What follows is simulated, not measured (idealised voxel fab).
Process module under the name voxel self aligned vias
It is cross-section cut that appears here, measuring 245 nm in width, its square cells being 5 nm in size.
Cross-sections here: square-cell grids, written as top-down lists of bands, a band being one or more rows of cells.
The entry gives the band's vertical extent as a top height and a bottom height in nm, then its horizontal make-up as materials from left to right, each with a width in nm. "air" stands for empty space; a single material marked "everywhere" fills the band edge to edge.
Height reference: 0 = level under which incoming wafer is all one material. Lowest band: no bottom, runs on downward, e.g. "0..down".
The two numbers in a width such as "30 to 40" mark its ends across the band: the first belongs to the top row of cells, the second to the bottom row, and from each row to the next the width moves by the same amount.
Step note "no alteration" = no cross-section cell changed.
Each empty space that has no open way to the top and spans at least 8 cells appears under "Trapped voids" as width x height at distance, the distance counted from the left edge, all in nm.
That trailing text on a step's line, after the settings, is the simulator's own remark on the step.
Regarding "overlay nm": on a step with a mask, it is the distance the mask lay to the right of its planned place; a negative value places it to the left.

Listed below are the process steps as planned
1. RECEIVE,material Si
2. CONFORMAL_DEP,material SiO2,thk nm 10
3. CONFORMAL_DEP,material SiCN,thk nm 5
4. DIRECTIONAL_DEP,material SiO2,thk nm 30
5. PATTERN,tone open,mask id LINES,material resist,width nm 30,pitch nm 70,thk nm 15,overlay nm 0
6. DIRECTIONAL_ETCH,etch materials SiO2,depth nm 30
7. STRIP,etch materials resist
8. CONFORMAL_DEP,material TiN,thk nm 5
9. FILL_DEP,material Ru,thk nm 5
10. CMP,height nm 45
11. SELECTIVE_ETCH,etch materials W Ru TiN,depth nm 5
12. FILL_DEP,material SiN,thk nm 5
13. CMP,height nm 45
14. DIRECTIONAL_DEP,material SiO2,thk nm 20
15. DIRECTIONAL_DEP,material aC,thk nm 15
16. PATTERN,tone open,mask id VIAS,material resist,width nm 50,pitch nm 140,thk nm 35,overlay nm 0
17. DIRECTIONAL_ETCH,etch materials aC,depth nm 15
18. STRIP,etch materials resist
19. DIRECTIONAL_ETCH,etch materials SiO2,depth nm 20
20. DIRECTIONAL_ETCH,etch materials SiN,depth nm 5
21. STRIP,etch materials aC
22. CONFORMAL_DEP,material TiN,thk nm 5
23. FILL_DEP,material W,thk nm 5
24. CMP,height nm 65
25. CONFORMAL_DEP,material SiN,thk nm 5

First out of two wafers; run went to plan

Delivered wafer in cross-section: state after step 1
> 0..down  Si everywhere
> Trapped voids: none

How the wafer stands in section after step 2
> 10..0  SiO2 everywhere
> Unchanged below 0.

How the wafer stands in section after step 3
> 15..10  SiCN everywhere
> Unchanged below 10.

How the wafer stands in section after step 4
> 45..15  SiO2 everywhere
> Unchanged below 15.

How the wafer stands in section after step 5
> 60..45  resist 35 / air 30 / resist 40 / air 30 / resist 40 / air 30 / resist 40
> Unchanged below 45.

How the wafer stands in section after step 6
> 60..45  resist 35 / air 30 / resist 40 / air 30 / resist 40 / air 30 / resist 40
> 45..15  SiO2 35 / air 30 / SiO2 40 / air 30 / SiO2 40 / air 30 / SiO2 40
> Unchanged below 15.

How the wafer stands in section after step 7
> 45..15  SiO2 35 / air 30 / SiO2 40 / air 30 / SiO2 40 / air 30 / SiO2 40
> Unchanged below 15.

How the wafer stands in section after step 8
> 50..45  TiN 40 / air 20 / TiN 50 / air 20 / TiN 50 / air 20 / TiN 45
> 45..20  SiO2 35 / TiN 5 / air 20 / TiN 5 / SiO2 40 / TiN 5 / air 20 / TiN 5 / SiO2 40 / TiN 5 / air 20 / TiN 5 / SiO2 40
> 20..15  SiO2 35 / TiN 30 / SiO2 40 / TiN 30 / SiO2 40 / TiN 30 / SiO2 40
> Unchanged below 15.

How the wafer stands in section after step 9
> 55..50  Ru everywhere
> 50..45  TiN 40 / Ru 20 / TiN 50 / Ru 20 / TiN 50 / Ru 20 / TiN 45
> 45..20  SiO2 35 / TiN 5 / Ru 20 / TiN 5 / SiO2 40 / TiN 5 / Ru 20 / TiN 5 / SiO2 40 / TiN 5 / Ru 20 / TiN 5 / SiO2 40
> Unchanged below 20.

How the wafer stands in section after step 10
> 45..20  SiO2 35 / TiN 5 / Ru 20 / TiN 5 / SiO2 40 / TiN 5 / Ru 20 / TiN 5 / SiO2 40 / TiN 5 / Ru 20 / TiN 5 / SiO2 40
> Unchanged below 20.

How the wafer stands in section after step 11
> 45..40  SiO2 35 / air 30 / SiO2 40 / air 30 / SiO2 40 / air 30 / SiO2 40
> Unchanged below 40.

How the wafer stands in section after step 12
> 50..45  SiN everywhere
> 45..40  SiO2 35 / SiN 30 / SiO2 40 / SiN 30 / SiO2 40 / SiN 30 / SiO2 40
> Unchanged below 40.

How the wafer stands in section after step 13
> 45..40  SiO2 35 / SiN 30 / SiO2 40 / SiN 30 / SiO2 40 / SiN 30 / SiO2 40
> Unchanged below 40.

How the wafer stands in section after step 14
> 65..45  SiO2 everywhere
> Unchanged below 45.

How the wafer stands in section after step 15
> 80..65  aC everywhere
> Unchanged below 65.

How the wafer stands in section after step 16
> 115..80  resist 25 / air 50 / resist 90 / air 50 / resist 30
> Unchanged below 80.

How the wafer stands in section after step 17
> 100..80  resist 25 / air 50 / resist 90 / air 50 / resist 30
> 80..65  aC 25 / air 50 / aC 90 / air 50 / aC 30
> Unchanged below 65.

How the wafer stands in section after step 18
> 80..65  aC 25 / air 50 / aC 90 / air 50 / aC 30
> Unchanged below 65.

How the wafer stands in section after step 19
> 80..65  aC 25 / air 50 / aC 90 / air 50 / aC 30
> 65..45  SiO2 25 / air 50 / SiO2 90 / air 50 / SiO2 30
> Unchanged below 45.

How the wafer stands in section after step 20
> 80..65  aC 25 / air 50 / aC 90 / air 50 / aC 30
> 65..45  SiO2 25 / air 50 / SiO2 90 / air 50 / SiO2 30
> 45..40  SiO2 35 / air 30 / SiO2 40 / SiN 30 / SiO2 40 / air 30 / SiO2 40
> Unchanged below 40.

How the wafer stands in section after step 21
> 65..45  SiO2 25 / air 50 / SiO2 90 / air 50 / SiO2 30
> Unchanged below 45.

How the wafer stands in section after step 22
> 70..65  TiN 30 / air 40 / TiN 100 / air 40 / TiN 35
> 65..50  SiO2 25 / TiN 5 / air 40 / TiN 5 / SiO2 90 / TiN 5 / air 40 / TiN 5 / SiO2 30
> 50..45  SiO2 25 / TiN 15 / air 20 / TiN 15 / SiO2 90 / TiN 15 / air 20 / TiN 15 / SiO2 30
> 45..40  SiO2 35 / TiN 30 / SiO2 40 / SiN 30 / SiO2 40 / TiN 30 / SiO2 40
> Unchanged below 40.

How the wafer stands in section after step 23
> 75..70  W everywhere
> 70..65  TiN 30 / W 40 / TiN 100 / W 40 / TiN 35
> 65..50  SiO2 25 / TiN 5 / W 40 / TiN 5 / SiO2 90 / TiN 5 / W 40 / TiN 5 / SiO2 30
> 50..45  SiO2 25 / TiN 15 / W 20 / TiN 15 / SiO2 90 / TiN 15 / W 20 / TiN 15 / SiO2 30
> Unchanged below 45.

How the wafer stands in section after step 24
> 65..50  SiO2 25 / TiN 5 / W 40 / TiN 5 / SiO2 90 / TiN 5 / W 40 / TiN 5 / SiO2 30
> Unchanged below 50.

How the wafer stands in section after step 25
> 70..65  SiN everywhere
> Unchanged below 65.

Notes, second wafer: start = first wafer's, plan = first wafer's, execution had one mistake; history identical to first through step 10

The second wafer cut through, at the time step 11 was supposed to be finished
> 45..30  SiO2 35 / air 30 / SiO2 40 / air 30 / SiO2 40 / air 30 / SiO2 40
> Unchanged below 30.

The second wafer cut through, at the time step 12 was supposed to be finished
> 50..45  SiN everywhere
> 45..30  SiO2 35 / SiN 30 / SiO2 40 / SiN 30 / SiO2 40 / SiN 30 / SiO2 40
> Unchanged below 30.

The second wafer cut through, at the time step 13 was supposed to be finished
> 45..30  SiO2 35 / SiN 30 / SiO2 40 / SiN 30 / SiO2 40 / SiN 30 / SiO2 40
> Unchanged below 30.

The second wafer cut through, at the time step 14 was supposed to be finished
> 65..45  SiO2 everywhere
> Unchanged below 45.

The second wafer cut through, at the time step 15 was supposed to be finished
> 80..65  aC everywhere
> Unchanged below 65.

The second wafer cut through, at the time step 16 was supposed to be finished
> 115..80  resist 25 / air 50 / resist 90 / air 50 / resist 30
> Unchanged below 80.

The second wafer cut through, at the time step 17 was supposed to be finished
> 100..80  resist 25 / air 50 / resist 90 / air 50 / resist 30
> 80..65  aC 25 / air 50 / aC 90 / air 50 / aC 30
> Unchanged below 65.

The second wafer cut through, at the time step 18 was supposed to be finished
> 80..65  aC 25 / air 50 / aC 90 / air 50 / aC 30
> Unchanged below 65.

The second wafer cut through, at the time step 19 was supposed to be finished
> 80..65  aC 25 / air 50 / aC 90 / air 50 / aC 30
> 65..45  SiO2 25 / air 50 / SiO2 90 / air 50 / SiO2 30
> Unchanged below 45.

The second wafer cut through, at the time step 20 was supposed to be finished
> 80..65  aC 25 / air 50 / aC 90 / air 50 / aC 30
> 65..45  SiO2 25 / air 50 / SiO2 90 / air 50 / SiO2 30
> 45..40  SiO2 35 / air 30 / SiO2 40 / SiN 30 / SiO2 40 / air 30 / SiO2 40
> Unchanged below 40.

The second wafer cut through, at the time step 21 was supposed to be finished
> 65..45  SiO2 25 / air 50 / SiO2 90 / air 50 / SiO2 30
> Unchanged below 45.

The second wafer cut through, at the time step 22 was supposed to be finished
> 70..65  TiN 30 / air 40 / TiN 100 / air 40 / TiN 35
> 65..50  SiO2 25 / TiN 5 / air 40 / TiN 5 / SiO2 90 / TiN 5 / air 40 / TiN 5 / SiO2 30
> 50..45  SiO2 25 / TiN 15 / air 20 / TiN 15 / SiO2 90 / TiN 15 / air 20 / TiN 15 / SiO2 30
> 45..40  SiO2 35 / TiN 30 / SiO2 40 / SiN 30 / SiO2 40 / TiN 30 / SiO2 40
> Unchanged below 40.

The second wafer cut through, at the time step 23 was supposed to be finished
> 75..70  W everywhere
> 70..65  TiN 30 / W 40 / TiN 100 / W 40 / TiN 35
> 65..50  SiO2 25 / TiN 5 / W 40 / TiN 5 / SiO2 90 / TiN 5 / W 40 / TiN 5 / SiO2 30
> 50..45  SiO2 25 / TiN 15 / W 20 / TiN 15 / SiO2 90 / TiN 15 / W 20 / TiN 15 / SiO2 30
> Unchanged below 45.

The second wafer cut through, at the time step 24 was supposed to be finished
> 65..50  SiO2 25 / TiN 5 / W 40 / TiN 5 / SiO2 90 / TiN 5 / W 40 / TiN 5 / SiO2 30
> Unchanged below 50.

The second wafer cut through, at the time step 25 was supposed to be finished
> 70..65  SiN everywhere
> Unchanged below 65.
Nonconformance to the process plan: step 11 was not run as planned; what actually ran was SELECTIVE_ETCH,etch materials W Ru TiN,depth nm 15
End of process, cell counts, second wafer against first, materials with more or fewer: -24 Ru, +36 SiN, -12 TiN
